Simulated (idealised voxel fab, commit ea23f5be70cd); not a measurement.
You're looking at the process module voxel self aligned contacts.
The cross-section on display is named cut; it measures 185 nm wide, and its cells are 5 nm squares.
This document writes a cross-section as a grid whose cells are square, and gives it as bands, listed from the top down; one or more rows of cells form a band. Heights first: top, then bottom, in nm. Then materials, left to right, each with a width in nm. "all across" on a single material: fills the band edge to edge. "blank": empty space. We count height from 0. Below that, the starting wafer is all one material. The lowest band never ends at the bottom but goes on down; see "0..down" for how that is written. Per-row width for "30 to 40": begins at first number (top row of band), ends at second number (bottom row), increment between rows held constant. You'll sometimes find "no change occurred" written for a step, and that's the way of saying that nowhere in the cross-section did a cell change during that step. Empty spaces counting at least 8 cells and having no open way to the top are listed in "Enclosed void catalog". The notation width x height at distance is used for each, the distance being from the left edge and all three values in nm. Where a step's line continues beyond its settings, the continuation is a remark by the simulator itself on that step. A step's line can hold "overlay nm"; with a mask on that step, the setting says how far right of the planned place the mask lay, while a negative setting says it lay to the left.

This section lists the process steps that were planned
step 1: RECEIVE (material Si)
step 2: CONFORMAL_DEP (material SiO2; thk nm 5)
step 3: DIRECTIONAL_DEP (material polySi; thk nm 30)
step 4: DIRECTIONAL_DEP (material SiN; thk nm 20)
step 5: MASKED_ETCH (tone cover; mask id GATE; width nm 25; pitch nm 60; etch materials SiN; depth nm 20; overlay nm 0)
step 6: MASKED_ETCH (tone cover; mask id GATE; width nm 25; pitch nm 60; etch materials polySi; depth nm 30; overlay nm 0)
step 7: CONFORMAL_DEP (material SiN; thk nm 10)
step 8: DIRECTIONAL_ETCH (etch materials SiN; depth nm 10)
step 9: FILL_DEP (material SiO2; thk nm 10)
step 10: CMP (height nm 60)
step 11: DIRECTIONAL_DEP (material aC; thk nm 10)
step 12: PATTERN (tone open; mask id CONTACT; material resist; width nm 45; thk nm 25; overlay nm 0)
step 13: DIRECTIONAL_ETCH (etch materials aC; depth nm 10)
step 14: STRIP (etch materials resist)
step 15: DIRECTIONAL_ETCH (etch materials SiO2; depth nm 60)
step 16: STRIP (etch materials aC)
step 17: CONFORMAL_DEP (material TiN; thk nm 5)
step 18: FILL_DEP (material Ru; thk nm 10)
step 19: CMP (height nm 60)
step 20: CONFORMAL_DEP (material SiCN; thk nm 5)

Cross-section of the incoming wafer, state after step 1
> 0..down = Si all across
> Enclosed void catalog: none

First of two wafers, end-of-module section, run followed plan
> 65..60 = SiCN all across
> 60..55 = 70 nm SiO2, then 20 nm TiN, then 5 nm Ru, then 20 nm TiN, then 70 nm SiO2
> 55..35 = 40 nm SiO2, then 45 nm SiN, then 5 nm TiN, then 5 nm Ru, then 5 nm TiN, then 45 nm SiN, then 40 nm SiO2
> 35..5 = 40 nm SiO2, then 10 nm SiN, then 25 nm polySi, then 10 nm SiN, then 5 nm TiN, then 5 nm Ru, then 5 nm TiN, then 10 nm SiN, then 25 nm polySi, then 10 nm SiN, then 40 nm SiO2
> 5..0 = 85 nm SiO2, then 15 nm TiN, then 85 nm SiO2
> 0..down = Si all across
> Enclosed void catalog: none

The second wafer, shown in cross-section after the module: started the same way as the first and given the same plan, yet one mistake crept into how it was run
> 65..60 = SiCN all across
> 60..55 = 70 nm SiO2, then 20 nm TiN, then 5 nm Ru, then 20 nm TiN, then 70 nm SiO2
> 55..35 = 40 nm SiO2, then 45 nm SiN, then 5 nm TiN, then 5 nm Ru, then 5 nm TiN, then 45 nm SiN, then 40 nm SiO2
> 35..20 = 40 nm SiO2, then 10 nm SiN, then 25 nm polySi, then 10 nm SiN, then 5 nm TiN, then 5 nm Ru, then 5 nm TiN, then 10 nm SiN, then 25 nm polySi, then 10 nm SiN, then 40 nm SiO2
> 20..15 = 40 nm SiO2, then 10 nm SiN, then 25 nm polySi, then 10 nm SiN, then 15 nm TiN, then 10 nm SiN, then 25 nm polySi, then 10 nm SiN, then 40 nm SiO2
> 15..5 = 50 nm SiN, then 25 nm polySi, then 35 nm SiN, then 25 nm polySi, then 50 nm SiN
> 5..0 = SiO2 all across
> 0..down = Si all across
> Enclosed void catalog: none
Which mistake was made when the wafer was run? the executed order of steps 7 and 8 is the reverse of that specified in the plan, each step having taken the other's position
At the finish, the second wafer shows more or fewer cells for some materials than the first does: Ru -3, SiN +38, SiO2 -29, TiN -6
